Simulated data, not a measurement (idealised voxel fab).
process module | voxel lift off
cross-section cut | 220 nm wide | cells 5 nm
A cross-section is a grid of square cells, given in bands from the top down. A band is one or more rows of cells.
Each band's line starts with the height of the band's top and of its bottom, in nm. Then come its materials from left to right, each with its width in nm. One material with "throughout" fills the band from edge to edge. "air" is empty space.
Height 0 is the level under which the wafer as received is all one material. The lowest band goes on downwards, as in "0 down".
A width such as "30 to 40" changes by the same amount from each row of cells to the next, from the band's top row to its bottom row.
"no change" after a step means that no cell of the cross-section changed.
closed voids: empty space of 8 cells or more with no open way to the top, each as width x height at its distance from the left edge, in nm
after a step's settings: what the simulator itself notes on the step
overlay nm, on a step with a mask: how far to the right of its planned place the mask lay; to the left if negative
Each pair below shows a cross-section before one step and the cross-section after it, down to the lowest band that changed. The line under each pair gives the step between them, with its settings. The pairs can come from different runs of this module on the same starting wafer, so a pair continues from the pair above only where its "before" says so.
before
  0 down: Si throughout
  closed voids: none
after
  15 to 0: SiO2 throughout
  below 0: unchanged
  closed voids: none
the step between: op CONFORMAL_DEP | material SiO2 | thk nm 15
before: the cross-section after the pair above
after
  40 to 15: resist 60 | air 15 | resist 25 | air 15 | resist 25 | air 15 | resist 65
  below 15: unchanged
  closed voids: none
the step between: op PATTERN | tone open | mask id LINES | material resist | width nm 15 | pitch nm 40 | thk nm 25 | overlay nm 0
before: the cross-section after the pair above
after
  50 to 40: Ru 60 | air 15 | Ru 25 | air 15 | Ru 25 | air 15 | Ru 65
  40 to 25: resist 60 | air 15 | resist 25 | air 15 | resist 25 | air 15 | resist 65
  25 to 15: resist 60 | Ru 15 | resist 25 | Ru 15 | resist 25 | Ru 15 | resist 65
  below 15: unchanged
  closed voids: none
the step between: op DIRECTIONAL_DEP | material Ru | thk nm 10
before: the cross-section after the pair above
after
  25 to 15: air 60 | Ru 15 | air 25 | Ru 15 | air 25 | Ru 15 | air 65
  below 15: unchanged
  closed voids: none
the step between: op STRIP | etch materials resist
before: the cross-section after the pair above
after
  35 to 25: air 50 | SiCN 35 | air 5 | SiCN 35 | air 5 | SiCN 35 | air 55
  25 to 15: SiCN 60 | Ru 15 | SiCN 25 | Ru 15 | SiCN 25 | Ru 15 | SiCN 65
  below 15: unchanged
  closed voids: none
the step between: op CONFORMAL_DEP | material SiCN | thk nm 10
before
  15 to 0: SiO2 throughout
  0 down: Si throughout
  closed voids: none
after
  30 to 0: SiO2 throughout
  below 0: unchanged
  closed voids: none
the step between: op CONFORMAL_DEP | material SiO2 | thk nm 15
before: the cross-section after the pair above
after
  55 to 30: resist 60 | air 15 | resist 25 | air 15 | resist 25 | air 15 | resist 65
  below 30: unchanged
  closed voids: none
the step between: op PATTERN | tone open | mask id LINES | material resist | width nm 15 | pitch nm 40 | thk nm 25 | overlay nm 0
before: the cross-section after the pair above
after
  65 to 55: Ru 60 | air 15 | Ru 25 | air 15 | Ru 25 | air 15 | Ru 65
  55 to 40: resist 60 | air 15 | resist 25 | air 15 | resist 25 | air 15 | resist 65
  40 to 30: resist 60 | Ru 15 | resist 25 | Ru 15 | resist 25 | Ru 15 | resist 65
  below 30: unchanged
  closed voids: none
the step between: op DIRECTIONAL_DEP | material Ru | thk nm 10
before: the cross-section after the pair above
after
  40 to 30: air 60 | Ru 15 | air 25 | Ru 15 | air 25 | Ru 15 | air 65
  below 30: unchanged
  closed voids: none
the step between: op STRIP | etch materials resist
before: the cross-section after the pair above
after
  50 to 40: air 50 | SiCN 35 | air 5 | SiCN 35 | air 5 | SiCN 35 | air 55
  40 to 30: SiCN 60 | Ru 15 | SiCN 25 | Ru 15 | SiCN 25 | Ru 15 | SiCN 65
  below 30: unchanged
  closed voids: none
the step between: op CONFORMAL_DEP | material SiCN | thk nm 10
before
  0 down: Si throughout
  closed voids: none
after
  20 to 0: SiO2 throughout
  below 0: unchanged
  closed voids: none
the step between: op CONFORMAL_DEP | material SiO2 | thk nm 20
before: the cross-section after the pair above
after
  45 to 20: resist 60 | air 15 | resist 25 | air 15 | resist 25 | air 15 | resist 65
  below 20: unchanged
  closed voids: none
the step between: op PATTERN | tone open | mask id LINES | material resist | width nm 15 | pitch nm 40 | thk nm 25 | overlay nm 0
before: the cross-section after the pair above
after
  55 to 45: Ru 60 | air 15 | Ru 25 | air 15 | Ru 25 | air 15 | Ru 65
  45 to 30: resist 60 | air 15 | resist 25 | air 15 | resist 25 | air 15 | resist 65
  30 to 20: resist 60 | Ru 15 | resist 25 | Ru 15 | resist 25 | Ru 15 | resist 65
  below 20: unchanged
  closed voids: none
the step between: op DIRECTIONAL_DEP | material Ru | thk nm 10
before: the cross-section after the pair above
after
  30 to 20: air 60 | Ru 15 | air 25 | Ru 15 | air 25 | Ru 15 | air 65
  below 20: unchanged
  closed voids: none
the step between: op STRIP | etch materials resist
before: the cross-section after the pair above
after
  40 to 30: air 50 | SiCN 35 | air 5 | SiCN 35 | air 5 | SiCN 35 | air 55
  30 to 20: SiCN 60 | Ru 15 | SiCN 25 | Ru 15 | SiCN 25 | Ru 15 | SiCN 65
  below 20: unchanged
  closed voids: none
the step between: op CONFORMAL_DEP | material SiCN | thk nm 10
before
  15 to 0: SiO2 throughout
  0 down: Si throughout
  closed voids: none
after
  40 to 15: resist 60 | air 20 | resist 20 | air 20 | resist 20 | air 20 | resist 60
  below 15: unchanged
  closed voids: none
the step between: op PATTERN | tone open | mask id LINES | material resist | width nm 20 | pitch nm 40 | thk nm 25 | overlay nm 0
before: the cross-section after the pair above
after
  50 to 40: Ru 60 | air 20 | Ru 20 | air 20 | Ru 20 | air 20 | Ru 60
  40 to 25: resist 60 | air 20 | resist 20 | air 20 | resist 20 | air 20 | resist 60
  25 to 15: resist 60 | Ru 20 | resist 20 | Ru 20 | resist 20 | Ru 20 | resist 60
  below 15: unchanged
  closed voids: none
the step between: op DIRECTIONAL_DEP | material Ru | thk nm 10
before: the cross-section after the pair above
after
  25 to 15: air 60 | Ru 20 | air 20 | Ru 20 | air 20 | Ru 20 | air 60
  below 15: unchanged
  closed voids: none
the step between: op STRIP | etch materials resist
before: the cross-section after the pair above
after
  35 to 25: air 50 | SiCN 120 | air 50
  25 to 15: SiCN 60 | Ru 20 | SiCN 20 | Ru 20 | SiCN 20 | Ru 20 | SiCN 60
  below 15: unchanged
  closed voids: none
the step between: op CONFORMAL_DEP | material SiCN | thk nm 10
before
  15 to 0: SiO2 throughout
  0 down: Si throughout
  closed voids: none
after
  40 to 15: resist 50 | air 15 | resist 25 | air 15 | resist 25 | air 15 | resist 75
  below 15: unchanged
  closed voids: none
the step between: op PATTERN | tone open | mask id LINES | material resist | width nm 15 | pitch nm 40 | thk nm 25 | overlay nm -10
before: the cross-section after the pair above
after
  50 to 40: Ru 50 | air 15 | Ru 25 | air 15 | Ru 25 | air 15 | Ru 75
  40 to 25: resist 50 | air 15 | resist 25 | air 15 | resist 25 | air 15 | resist 75
  25 to 15: resist 50 | Ru 15 | resist 25 | Ru 15 | resist 25 | Ru 15 | resist 75
  below 15: unchanged
  closed voids: none
the step between: op DIRECTIONAL_DEP | material Ru | thk nm 10
before: the cross-section after the pair above
after
  25 to 15: air 50 | Ru 15 | air 25 | Ru 15 | air 25 | Ru 15 | air 75
  below 15: unchanged
  closed voids: none
the step between: op STRIP | etch materials resist
before: the cross-section after the pair above
after
  35 to 25: air 40 | SiCN 35 | air 5 | SiCN 35 | air 5 | SiCN 35 | air 65
  25 to 15: SiCN 50 | Ru 15 | SiCN 25 | Ru 15 | SiCN 25 | Ru 15 | SiCN 75
  below 15: unchanged
  closed voids: none
the step between: op CONFORMAL_DEP | material SiCN | thk nm 10
before
  25 to 15: air 60 | Ru 15 | air 25 | Ru 15 | air 25 | Ru 15 | air 65
  15 to 0: SiO2 throughout
  0 down: Si throughout
  closed voids: none
after
  35 to 25: air 50 | Ru 35 | air 5 | Ru 35 | air 5 | Ru 35 | air 55
  25 to 15: Ru throughout
  below 15: unchanged
  closed voids: none
the step between: op CONFORMAL_DEP | material Ru | thk nm 10
before
  15 to 0: SiO2 throughout
  0 down: Si throughout
  closed voids: none
after
  40 to 15: air 60 | resist 15 | air 25 | resist 15 | air 25 | resist 15 | air 65
  below 15: unchanged
  closed voids: none
the step between: op PATTERN | tone cover | mask id LINES | material resist | width nm 15 | pitch nm 40 | thk nm 25 | overlay nm 0
before: the cross-section after the pair above
after
  50 to 40: air 60 | Ru 15 | air 25 | Ru 15 | air 25 | Ru 15 | air 65
  40 to 25: air 60 | resist 15 | air 25 | resist 15 | air 25 | resist 15 | air 65
  25 to 15: Ru 60 | resist 15 | Ru 25 | resist 15 | Ru 25 | resist 15 | Ru 65
  below 15: unchanged
  closed voids: none
the step between: op DIRECTIONAL_DEP | material Ru | thk nm 10
before: the cross-section after the pair above
after
  25 to 15: Ru 60 | air 15 | Ru 25 | air 15 | Ru 25 | air 15 | Ru 65
  below 15: unchanged
  closed voids: none
the step between: op STRIP | etch materials resist
before: the cross-section after the pair above
after
  35 to 25: SiCN throughout
  25 to 15: Ru 60 | SiCN 15 | Ru 25 | SiCN 15 | Ru 25 | SiCN 15 | Ru 65
  below 15: unchanged
  closed voids: none
the step between: op CONFORMAL_DEP | material SiCN | thk nm 10
